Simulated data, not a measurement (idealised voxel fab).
Presented below is a process module, voxel self aligned vias.
Section shown: cut. Width: 225 nm. Cell size: 5 nm, square.
We lay out every cross-section as a grid of square cells and spell it out in bands from the top down, where one band means one or more rows of cells.
Per band: top height and bottom height in nm, followed by the left-to-right materials and their widths in nm; "full width" marks a single material spanning edge to edge, "blank" marks empty space.
Below 0: as-received wafer, all one material; heights counted from there. Lowest band: no bottom, goes on down, written "from 0 down".
When a width is written as two numbers, as in "30..40", the first number is the width in the top row of cells of the band and the second is the width in its bottom row, and the width changes by the same amount from each row to the next.
"no change", as given for a step, is the statement that not any cell of the cross-section underwent a change during that step.
Closed empty spaces (no open way to the top) of 8 cells or more are what "Unvented cavities" lists, each as width x height at distance from the left edge, nm for all three.
Read whatever lies past the settings on a step's line as the simulator's own remark about the step.
overlay nm: how far to the right of its planned place the mask lay on this masked step (negative: to the left).

## Planned process steps
step 1: op RECEIVE | material Si
step 2: op CONFORMAL_DEP | material SiO2 | thk nm 15
step 3: op CONFORMAL_DEP | material SiCN | thk nm 5
step 4: op DIRECTIONAL_DEP | material SiO2 | thk nm 20
step 5: op PATTERN | tone open | mask id LINES | material resist | width nm 20 | pitch nm 50 | thk nm 20 | overlay nm 0
step 6: op DIRECTIONAL_ETCH | etch materials SiO2 | depth nm 20
step 7: op STRIP | etch materials resist
step 8: op CONFORMAL_DEP | material TiN | thk nm 5
step 9: op FILL_DEP | material Ru | thk nm 5
step 10: op CMP | height nm 40
step 11: op SELECTIVE_ETCH | etch materials W Ru TiN | depth nm 5
step 12: op FILL_DEP | material SiN | thk nm 5
step 13: op CMP | height nm 40
step 14: op DIRECTIONAL_DEP | material SiO2 | thk nm 15
step 15: op DIRECTIONAL_DEP | material aC | thk nm 10
step 16: op PATTERN | tone open | mask id VIAS | material resist | width nm 20 | pitch nm 50 | thk nm 25 | overlay nm 0
step 17: op DIRECTIONAL_ETCH | etch materials aC | depth nm 10
step 18: op STRIP | etch materials resist
step 19: op DIRECTIONAL_ETCH | etch materials SiO2 | depth nm 15
step 20: op DIRECTIONAL_ETCH | etch materials SiN | depth nm 5
step 21: op STRIP | etch materials aC
step 22: op CONFORMAL_DEP | material TiN | thk nm 5
step 23: op FILL_DEP | material Ru | thk nm 5
step 24: op CMP | height nm 55
step 25: op CONFORMAL_DEP | material SiN | thk nm 5
Where the wafers of this document differ is in the width nm of step 16; they start out the same, and the plan states the value that applied to the first wafer.

## Cross-section of the first of several wafers on receipt, reflecting completion of step 1
> from 0 down = Si full width
> Unvented cavities: none

## Quick look at the cross-section of the first of several wafers after step 25, which wraps up the module
> from 60 to 55 = SiN full width
> from 55 to 40 = SiO2 50, then TiN 5, then Ru 10, then TiN 5, then SiO2 30, then TiN 5, then Ru 10, then TiN 5, then SiO2 30, then TiN 5, then Ru 10, then TiN 5, then SiO2 55
> from 40 to 35 = SiO2 50, then TiN 20, then SiO2 30, then TiN 20, then SiO2 30, then TiN 20, then SiO2 55
> from 35 to 25 = SiO2 50, then TiN 5, then Ru 10, then TiN 5, then SiO2 30, then TiN 5, then Ru 10, then TiN 5, then SiO2 30, then TiN 5, then Ru 10, then TiN 5, then SiO2 55
> from 25 to 20 = SiO2 50, then TiN 20, then SiO2 30, then TiN 20, then SiO2 30, then TiN 20, then SiO2 55
> from 20 to 15 = SiCN full width
> from 15 to 0 = SiO2 full width
> from 0 down = Si full width
> Unvented cavities: none

## End of module: cross-section, last of several wafers
> from 60 to 55 = SiN full width
> from 55 to 45 = SiO2 45, then TiN 5, then Ru 25, then TiN 5, then SiO2 15, then TiN 5, then Ru 25, then TiN 5, then SiO2 15, then TiN 5, then Ru 25, then TiN 5, then SiO2 45
> from 45 to 40 = SiO2 45, then TiN 10, then Ru 10, then TiN 15, then SiO2 15, then TiN 10, then Ru 10, then TiN 15, then SiO2 15, then TiN 10, then Ru 10, then TiN 15, then SiO2 45
> from 40 to 35 = SiO2 50, then TiN 20, then SiO2 30, then TiN 20, then SiO2 30, then TiN 20, then SiO2 55
> from 35 to 25 = SiO2 50, then TiN 5, then Ru 10, then TiN 5, then SiO2 30, then TiN 5, then Ru 10, then TiN 5, then SiO2 30, then TiN 5, then Ru 10, then TiN 5, then SiO2 55
> from 25 to 20 = SiO2 50, then TiN 20, then SiO2 30, then TiN 20, then SiO2 30, then TiN 20, then SiO2 55
> from 20 to 15 = SiCN full width
> from 15 to 0 = SiO2 full width
> from 0 down = Si full width
> Unvented cavities: none

## Wafer rows, end of module: cells per material gained (+) or lost (-) since receipt; closed voids last
width nm 20; +30 Ru; +45 SiCN; +45 SiN; +366 SiO2; +54 TiN; Unvented cavities: none
width nm 25; +36 Ru; +45 SiCN; +45 SiN; +357 SiO2; +57 TiN; Unvented cavities: none
width nm 30; +42 Ru; +45 SiCN; +45 SiN; +348 SiO2; +60 TiN; Unvented cavities: none
width nm 35; +48 Ru; +45 SiCN; +45 SiN; +339 SiO2; +63 TiN; Unvented cavities: none
